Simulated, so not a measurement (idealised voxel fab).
Module name: voxel capacitor over wiring (process module)
Xsec cut, 155 nm wide, square cell size 5 nm.
For the purposes of this document, a cross-section shall be understood as a grid of square cells, specified as bands listed in top-to-bottom order, each band consisting of one or more rows of cells. Heights first: top, then bottom, in nm. Then materials, left to right, each with a width in nm. "edge to edge" on a single material: fills the band edge to edge. "air": empty space. For the purposes of this specification, 0 denotes the height below which the wafer in its as-received condition is composed wholly of one material, and the lowermost band, lacking a lower limit, extends downward without end, as expressed in "0 nm and below". A width given as "30->40" starts at the first number in the band's top row and ends at the second number in its bottom row, shifting by an equal amount at every step from row to row. Basically "no change" means that step didn't change any cell in the cross-section. For the entry "Closed internal cavities", the listed items are empty spaces with no open way to the top whose size is 8 cells or more; each item follows the pattern width x height at distance, where distance is from the left edge and all three are in nm. Anything after a step's settings on that line? It's the simulator's own note about the step. Among the settings permitted on a step's line is "overlay nm"; applied to a step with a mask, it specifies the extent to which the mask lay to the right of its planned position, whereas a negative figure signifies a position to the left.

**Steps in the process plan**
| 1 | op RECEIVE | material Si |
| 2 | op CONFORMAL_DEP | material SiO2 | thk nm 10 |
| 3 | op CONFORMAL_DEP | material SiCN | thk nm 5 |
| 4 | op DIRECTIONAL_DEP | material SiO2 | thk nm 25 |
| 5 | op MASKED_ETCH | tone open | mask id METAL_1 | width nm 25 | pitch nm 95 | etch materials SiO2 | depth nm 25 | overlay nm 0 |
| 6 | op MASKED_ETCH | tone open | mask id METAL_1 | width nm 25 | pitch nm 95 | etch materials SiCN | depth nm 5 | overlay nm 0 |
| 7 | op CONFORMAL_DEP | material TiN | thk nm 5 |
| 8 | op FILL_DEP | material Cu | thk nm 5 |
| 9 | op CMP | height nm 40 |
| 10 | op EPI | material Ru | thk nm 5 |
| 11 | op FILL_DEP | material SiCN | thk nm 5 |
| 12 | op DIRECTIONAL_DEP | material SiO2 | thk nm 20 |
| 13 | op MASKED_ETCH | tone open | mask id PLUG_1 | width nm 15 | etch materials SiO2 | depth nm 20 | overlay nm 0 |
| 14 | op MASKED_ETCH | tone open | mask id PLUG_1 | width nm 15 | etch materials SiCN | depth nm 5 | overlay nm 0 |
| 15 | op CONFORMAL_DEP | material TiN | thk nm 5 |
| 16 | op FILL_DEP | material Ru | thk nm 10 |
| 17 | op CMP | height nm 70 |
| 18 | op DIRECTIONAL_DEP | material TiN | thk nm 5 |
| 19 | op DIRECTIONAL_DEP | material SiN | thk nm 5 |
| 20 | op DIRECTIONAL_DEP | material TiN | thk nm 5 |
| 21 | op DIRECTIONAL_DEP | material aC | thk nm 15 |
| 22 | op PATTERN | tone cover | mask id UPPER_PLATE | material resist | width nm 75 | thk nm 35 | overlay nm 0 |
| 23 | op DIRECTIONAL_ETCH | etch materials aC | depth nm 15 |
| 24 | op STRIP | etch materials resist |
| 25 | op DIRECTIONAL_ETCH | etch materials TiN | depth nm 5 |
| 26 | op DIRECTIONAL_ETCH | etch materials SiN | depth nm 5 |
| 27 | op STRIP | etch materials aC |
| 28 | op MASKED_ETCH | tone cover | mask id LOWER_PLATE | width nm 85 | etch materials TiN | depth nm 5 | overlay nm 0 |
| 29 | op FILL_DEP | material SiO2 | thk nm 20 |
| 30 | op CMP | height nm 100 |
| 31 | op MASKED_ETCH | tone open | mask id PLUG_2 | width nm 15 | etch materials SiO2 | depth nm 15 | overlay nm 0 |
| 32 | op CONFORMAL_DEP | material TiN | thk nm 5 |
| 33 | op FILL_DEP | material Cu | thk nm 5 |
| 34 | op CMP | height nm 100 |
| 35 | op CONFORMAL_DEP | material SiCN | thk nm 5 |

**Received-state cross-section, reflecting completion of step 1**
0 nm and below  Si edge to edge
Closed internal cavities: none

**Cross-sectional view of the first of the two wafers upon completion of the module, processed in accordance with the plan**
105 nm to 100 nm  SiCN edge to edge
100 nm to 90 nm  SiO2=35 | TiN=5 | Cu=5 | TiN=5 | SiO2=105
90 nm to 80 nm  SiO2=35->25 | TiN=15->75 | SiO2=105->55
80 nm to 75 nm  SiO2=25 | SiN=75 | SiO2=55
75 nm to 70 nm  SiO2=20 | TiN=85 | SiO2=50
70 nm to 50 nm  SiO2=25 | TiN=5 | Ru=5 | TiN=5 | SiO2=115
50 nm to 45 nm  SiCN=25 | TiN=15 | SiCN=115
45 nm to 40 nm  SiCN=10 | Ru=35 | SiCN=60 | Ru=35 | SiCN=15
40 nm to 15 nm  SiO2=15 | TiN=5 | Cu=15 | TiN=5 | SiO2=70 | TiN=5 | Cu=15 | TiN=5 | SiO2=20
15 nm to 10 nm  SiCN=15 | TiN=25 | SiCN=70 | TiN=25 | SiCN=20
10 nm to 0 nm  SiO2 edge to edge
0 nm and below  Si edge to edge
Closed internal cavities: none

**Here's the second of our two wafers sectioned at module end. Same start as the first, same plan, but one mistake got made running it**
105 nm to 100 nm  SiCN edge to edge
100 nm to 90 nm  SiO2=35 | TiN=5 | Cu=5 | TiN=5 | SiO2=105
90 nm to 80 nm  SiO2=35->25 | TiN=15->75 | SiO2=105->55
80 nm to 75 nm  SiO2=25 | SiN=75 | SiO2=55
75 nm to 70 nm  SiO2=15 | TiN=85 | SiO2=55
70 nm to 50 nm  SiO2=25 | TiN=5 | Ru=5 | TiN=5 | SiO2=115
50 nm to 45 nm  SiCN=25 | TiN=15 | SiCN=115
45 nm to 40 nm  SiCN=10 | Ru=35 | SiCN=60 | Ru=35 | SiCN=15
40 nm to 15 nm  SiO2=15 | TiN=5 | Cu=15 | TiN=5 | SiO2=70 | TiN=5 | Cu=15 | TiN=5 | SiO2=20
15 nm to 10 nm  SiCN=15 | TiN=25 | SiCN=70 | TiN=25 | SiCN=20
10 nm to 0 nm  SiO2 edge to edge
0 nm and below  Si edge to edge
Closed internal cavities: none
what went wrong: note that step 28 departed from the planned setting and was carried out as op MASKED_ETCH | tone cover | mask id LOWER_PLATE | width nm 85 | etch materials TiN | depth nm 5 | overlay nm -5
Cell counts per material: same on both final wafers. Positions: different.
